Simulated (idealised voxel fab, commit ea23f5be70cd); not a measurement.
process module | voxel ribs on slabs
cross-section cut | 185 nm wide | cells 5 nm
A cross-section is a grid of square cells, given in bands from the top down. A band is one or more rows of cells.
Each band's line starts with the height of the band's top and of its bottom, in nm. Then come its materials from left to right, each with its width in nm. One material with "throughout" fills the band from edge to edge. "air" is empty space.
Height 0 is the level under which the wafer as received is all one material. The lowest band goes on downwards, as in "0 down".
A width such as "30 to 40" changes by the same amount from each row of cells to the next, from the band's top row to its bottom row.
"no change" after a step means that no cell of the cross-section changed.
closed voids: empty space of 8 cells or more with no open way to the top, each as width x height at its distance from the left edge, in nm
after a step's settings: what the simulator itself notes on the step
overlay nm, on a step with a mask: how far to the right of its planned place the mask lay; to the left if negative
plan
1 op RECEIVE | material Si
2 op DIRECTIONAL_DEP | material SiO2 | thk nm 25
3 op DIRECTIONAL_DEP | material polySi | thk nm 15
4 op PATTERN | tone cover | mask id RIB | material resist | width nm 25 | thk nm 15 | overlay nm 0
5 op DIRECTIONAL_ETCH | etch materials polySi | depth nm 10
6 op STRIP | etch materials resist
7 op MASKED_ETCH | tone cover | mask id SLAB | width nm 65 | etch materials polySi | depth nm 5 | overlay nm 0
8 op FILL_DEP | material SiO2 | thk nm 20
9 op CMP | height nm 50
10 op DIRECTIONAL_DEP | material TiN | thk nm 10
11 op MASKED_ETCH | tone cover | mask id HEATER | width nm 35 | etch materials TiN | depth nm 10 | overlay nm 0
12 op CONFORMAL_DEP | material SiN | thk nm 5
first wafer, as planned
as received, after step 1
  0 down: Si throughout
  closed voids: none
after step 2
  25 to 0: SiO2 throughout
  below 0: unchanged
after step 3
  40 to 25: polySi throughout
  below 25: unchanged
after step 4
  55 to 40: air 80 | resist 25 | air 80
  below 40: unchanged
after step 5
  55 to 40: air 80 | resist 25 | air 80
  40 to 30: air 80 | polySi 25 | air 80
  below 30: unchanged
after step 6
  40 to 30: air 80 | polySi 25 | air 80
  below 30: unchanged
after step 7
  40 to 30: air 80 | polySi 25 | air 80
  30 to 25: air 60 | polySi 65 | air 60
  below 25: unchanged
after step 8
  60 to 40: SiO2 throughout
  40 to 30: SiO2 80 | polySi 25 | SiO2 80
  30 to 25: SiO2 60 | polySi 65 | SiO2 60
  below 25: unchanged
after step 9
  50 to 40: SiO2 throughout
  below 40: unchanged
after step 10
  60 to 50: TiN throughout
  below 50: unchanged
after step 11
  60 to 50: air 75 | TiN 35 | air 75
  below 50: unchanged
after step 12
  65 to 60: air 70 | SiN 45 | air 70
  60 to 55: air 70 | SiN 5 | TiN 35 | SiN 5 | air 70
  55 to 50: SiN 75 | TiN 35 | SiN 75
  below 50: unchanged
second wafer: like start, like plan, one mistake. Through step 3 it matches the first wafer
when step 4 should have ended
  55 to 40: resist 80 | air 25 | resist 80
  below 40: unchanged
when step 5 should have ended
  55 to 40: resist 80 | air 25 | resist 80
  40 to 30: polySi 80 | air 25 | polySi 80
  below 30: unchanged
when step 6 should have ended
  40 to 30: polySi 80 | air 25 | polySi 80
  below 30: unchanged
when step 7 should have ended
  40 to 35: air 60 | polySi 20 | air 25 | polySi 20 | air 60
  below 35: unchanged
when step 8 should have ended
  60 to 40: SiO2 throughout
  40 to 35: SiO2 60 | polySi 20 | SiO2 25 | polySi 20 | SiO2 60
  35 to 30: polySi 80 | SiO2 25 | polySi 80
  below 30: unchanged
when step 9 should have ended
  50 to 40: SiO2 throughout
  below 40: unchanged
when step 10 should have ended
  60 to 50: TiN throughout
  below 50: unchanged
when step 11 should have ended
  60 to 50: air 75 | TiN 35 | air 75
  below 50: unchanged
when step 12 should have ended
  65 to 60: air 70 | SiN 45 | air 70
  60 to 55: air 70 | SiN 5 | TiN 35 | SiN 5 | air 70
  55 to 50: SiN 75 | TiN 35 | SiN 75
  below 50: unchanged
what went wrong: step 4 ran as: op PATTERN | tone open | mask id RIB | material resist | width nm 25 | thk nm 15 | overlay nm 0
at the end the second wafer has, in cells: 54 fewer of SiO2 | 54 more of polySi
